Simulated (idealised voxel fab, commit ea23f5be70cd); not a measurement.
Herein follows the process module entitled voxel air gaps.
Xsec cut, 210 nm wide, square cell size 5 nm.
Throughout this document, each cross-section is represented as a grid of square cells and is presented as a sequence of bands enumerated from the top downward, where a band comprises one or more rows of cells.
What a band's entry tells you: where the top is and where the bottom is, as heights in nm, and after that what lies inside, material by material from left to right, each with its width in nm. Empty space is written as the word "empty", and a single material marked with the word "full width" occupies the band from edge to edge.
Zero point of the height axis is 0; under it, received wafer = one material. Lowest band: continues down indefinitely, "0 nm and below".
Top row gets the first number, bottom row gets the second, and each row in between changes by the same step: that is how a band width like "30->40" works.
Any step labelled "no change occurred" changed none of the cells in the cross-section.
"Cavities, sealed": sealed empty spaces, 8 cells or more, no open way to top, listed width x height at distance, with distance from the left edge and width, height and distance in nm.
What comes after the settings on a step's line is commentary from the simulator itself on that step.
"overlay nm" on a masked step: distance the mask lay right of its planned place, negative for left.
# The following list gives the planned process steps
step 1: RECEIVE | material Si
step 2: CONFORMAL_DEP | material SiO2 | thk nm 10
step 3: CONFORMAL_DEP | material SiCN | thk nm 5
step 4: DIRECTIONAL_DEP | material lowk | thk nm 35
step 5: MASKED_ETCH | tone open | mask id LINES | width nm 20 | pitch nm 50 | etch materials lowk | depth nm 35 | overlay nm 0
step 6: CONFORMAL_DEP | material TiN | thk nm 5
step 7: FILL_DEP | material W | thk nm 5
step 8: CMP | height nm 50
step 9: EPI | material Ru | thk nm 10
step 10: SELECTIVE_ETCH | etch materials lowk | depth nm 45
step 11: CONFORMAL_DEP | material SiCN | thk nm 5
# Here's what the wafer looked like in cross-section when it arrived - that's after step 1
* 0 nm and below: Si full width
* Cavities, sealed: none
# Starting structure and process plan are as shown above, but one mistake was made in running the module; the wafer cross-section at the end of the module follows
* 65 nm to 60 nm: empty: 5, SiCN: 200, empty: 5
* 60 nm to 50 nm: empty: 5, SiCN: 5, Ru: 40, SiCN: 10, Ru: 40, SiCN: 10, Ru: 40, SiCN: 10, Ru: 40, SiCN: 5, empty: 5
* 50 nm to 45 nm: empty: 5, SiCN: 15, TiN: 5, W: 10, TiN: 5, SiCN: 30, TiN: 5, W: 10, TiN: 5, SiCN: 30, TiN: 5, W: 10, TiN: 5, SiCN: 30, TiN: 5, W: 10, TiN: 5, SiCN: 15, empty: 5
* 45 nm to 20 nm: empty: 15, SiCN: 5, TiN: 5, W: 10, TiN: 5, SiCN: 5, empty: 20, SiCN: 5, TiN: 5, W: 10, TiN: 5, SiCN: 5, empty: 20, SiCN: 5, TiN: 5, W: 10, TiN: 5, SiCN: 5, empty: 20, SiCN: 5, TiN: 5, W: 10, TiN: 5, SiCN: 5, empty: 15
* 20 nm to 15 nm: SiCN: 20, TiN: 20, SiCN: 30, TiN: 20, SiCN: 30, TiN: 20, SiCN: 30, TiN: 20, SiCN: 20
* 15 nm to 5 nm: SiO2 full width
* 5 nm to 0 nm: SiCN full width
* 0 nm and below: Si full width
* Cavities, sealed: 20 x 25 at 45; 20 x 25 at 95; 20 x 25 at 145
In executing the process, a mistake was made relative to the plan: plan vs actual: 2 and 3 interchanged
